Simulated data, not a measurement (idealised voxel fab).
A process module follows: voxel ribs on slabs.
Square cells of 5 nm make up the cross-section cut, whose width is 240 nm.
Cross-section format: a grid of square cells, given as bands from top to bottom; each band is one or more rows of cells.
Each band's line starts with the height of the band's top and of its bottom, in nm. Then come its materials from left to right, each with its width in nm. One material with "full width" fills the band from edge to edge. "empty" is empty space.
Note: height 0 marks the level under which the wafer is uniformly one material as received. Lowest band unbounded below, written "from 0 down".
Per-row width for "30 to 40": begins at first number (top row of band), ends at second number (bottom row), increment between rows held constant.
What does "all unchanged" mean for a step? It means no cell of the cross-section changed in that step.
"Non-vented voids" means: voids of 8 cells or more that are shut off from the top with no open way through. Written width x height at distance, distance from the left edge, in nm.
after a step's settings: what the simulator itself notes on the step
What "overlay nm" on a step's line means: if the step has a mask, that mask lay this far to the right of its planned place, or, when the value is negative, to the left.

## List of planned process steps
- 1: RECEIVE,material Si
- 2: DIRECTIONAL_DEP,material SiO2,thk nm 25
- 3: DIRECTIONAL_DEP,material polySi,thk nm 20
- 4: PATTERN,tone cover,mask id RIB,material resist,width nm 25,thk nm 15,overlay nm 0
- 5: DIRECTIONAL_ETCH,etch materials polySi,depth nm 5
- 6: STRIP,etch materials resist
- 7: PATTERN,tone cover,mask id SLAB,material resist,width nm 75,thk nm 20,overlay nm 0
- 8: DIRECTIONAL_ETCH,etch materials polySi,depth nm 15
- 9: STRIP,etch materials resist
- 10: FILL_DEP,material SiO2,thk nm 25
- 11: CMP,height nm 65
- 12: DIRECTIONAL_DEP,material TiN,thk nm 10
- 13: MASKED_ETCH,tone cover,mask id HEATER,width nm 35,etch materials TiN,depth nm 10,overlay nm 0
- 14: CONFORMAL_DEP,material SiO2,thk nm 5

## First of two wafers, with the run carried out as planned

## Here's what the wafer looked like in cross-section when it arrived - that's after step 1
    from 0 down: Si full width
    Non-vented voids: none

## Wafer xsec, post step 2
    from 25 to 0: SiO2 full width
    Note: structure below 0 unchanged.

## Wafer xsec, post step 3
    from 45 to 25: polySi full width
    Note: structure below 25 unchanged.

## Wafer xsec, post step 4
    from 60 to 45: 105 nm empty, then 25 nm resist, then 110 nm empty
    Note: structure below 45 unchanged.

## Wafer xsec, post step 5
    from 60 to 45: 105 nm empty, then 25 nm resist, then 110 nm empty
    from 45 to 40: 105 nm empty, then 25 nm polySi, then 110 nm empty
    Note: structure below 40 unchanged.

## Wafer xsec, post step 6
    from 45 to 40: 105 nm empty, then 25 nm polySi, then 110 nm empty
    Note: structure below 40 unchanged.

## Wafer xsec, post step 7
    from 65 to 45: 80 nm empty, then 75 nm resist, then 85 nm empty
    from 45 to 40: 80 nm empty, then 25 nm resist, then 25 nm polySi, then 25 nm resist, then 85 nm empty
    Note: structure below 40 unchanged.

## Wafer xsec, post step 8
    from 65 to 45: 80 nm empty, then 75 nm resist, then 85 nm empty
    from 45 to 40: 80 nm empty, then 25 nm resist, then 25 nm polySi, then 25 nm resist, then 85 nm empty
    from 40 to 25: 80 nm empty, then 75 nm polySi, then 85 nm empty
    Note: structure below 25 unchanged.

## Wafer xsec, post step 9
    from 45 to 40: 105 nm empty, then 25 nm polySi, then 110 nm empty
    Note: structure below 40 unchanged.

## Wafer xsec, post step 10
    from 70 to 45: SiO2 full width
    from 45 to 40: 105 nm SiO2, then 25 nm polySi, then 110 nm SiO2
    from 40 to 25: 80 nm SiO2, then 75 nm polySi, then 85 nm SiO2
    Note: structure below 25 unchanged.

## Wafer xsec, post step 11
    from 65 to 45: SiO2 full width
    Note: structure below 45 unchanged.

## Wafer xsec, post step 12
    from 75 to 65: TiN full width
    Note: structure below 65 unchanged.

## Wafer xsec, post step 13
    from 75 to 65: 100 nm empty, then 35 nm TiN, then 105 nm empty
    Note: structure below 65 unchanged.

## Wafer xsec, post step 14
    from 80 to 75: 95 nm empty, then 45 nm SiO2, then 100 nm empty
    from 75 to 70: 95 nm empty, then 5 nm SiO2, then 35 nm TiN, then 5 nm SiO2, then 100 nm empty
    from 70 to 65: 100 nm SiO2, then 35 nm TiN, then 105 nm SiO2
    Note: structure below 65 unchanged.

## Second wafer, same starting conditions and recipe as the first, one mistake in executing it, nothing differs from the first up to and including step 6

## Cross-sectional representation of the second wafer at the time designated in the plan for the completion of step 7
    from 65 to 45: 80 nm resist, then 75 nm empty, then 85 nm resist
    from 45 to 40: 80 nm resist, then 25 nm empty, then 25 nm polySi, then 25 nm empty, then 85 nm resist
    Note: structure below 40 unchanged.

## Cross-sectional representation of the second wafer at the time designated in the plan for the completion of step 8
    from 65 to 40: 80 nm resist, then 75 nm empty, then 85 nm resist
    from 40 to 30: 80 nm polySi, then 75 nm empty, then 85 nm polySi
    from 30 to 25: 80 nm polySi, then 25 nm empty, then 25 nm polySi, then 25 nm empty, then 85 nm polySi
    Note: structure below 25 unchanged.

## Cross-sectional representation of the second wafer at the time designated in the plan for the completion of step 9
    from 40 to 30: 80 nm polySi, then 75 nm empty, then 85 nm polySi
    Note: structure below 30 unchanged.

## Cross-sectional representation of the second wafer at the time designated in the plan for the completion of step 10
    from 65 to 40: SiO2 full width
    from 40 to 30: 80 nm polySi, then 75 nm SiO2, then 85 nm polySi
    from 30 to 25: 80 nm polySi, then 25 nm SiO2, then 25 nm polySi, then 25 nm SiO2, then 85 nm polySi
    Note: structure below 25 unchanged.

Cross-sectional representation of the second wafer at the time designated in the plan for the completion of step 11: all unchanged

## Cross-sectional representation of the second wafer at the time designated in the plan for the completion of step 12
    from 75 to 65: TiN full width
    Note: structure below 65 unchanged.

## Cross-sectional representation of the second wafer at the time designated in the plan for the completion of step 13
    from 75 to 65: 100 nm empty, then 35 nm TiN, then 105 nm empty
    Note: structure below 65 unchanged.

## Cross-sectional representation of the second wafer at the time designated in the plan for the completion of step 14
    from 80 to 75: 95 nm empty, then 45 nm SiO2, then 100 nm empty
    from 75 to 70: 95 nm empty, then 5 nm SiO2, then 35 nm TiN, then 5 nm SiO2, then 100 nm empty
    from 70 to 65: 100 nm SiO2, then 35 nm TiN, then 105 nm SiO2
    Note: structure below 65 unchanged.
Short version of what went wrong: heads up, step 7 didn't go per plan, it actually ran as PATTERN,tone open,mask id SLAB,material resist,width nm 75,thk nm 20,overlay nm 0
Cell-count delta at end, second wafer over first, by material: SiO2 -54, polySi +54
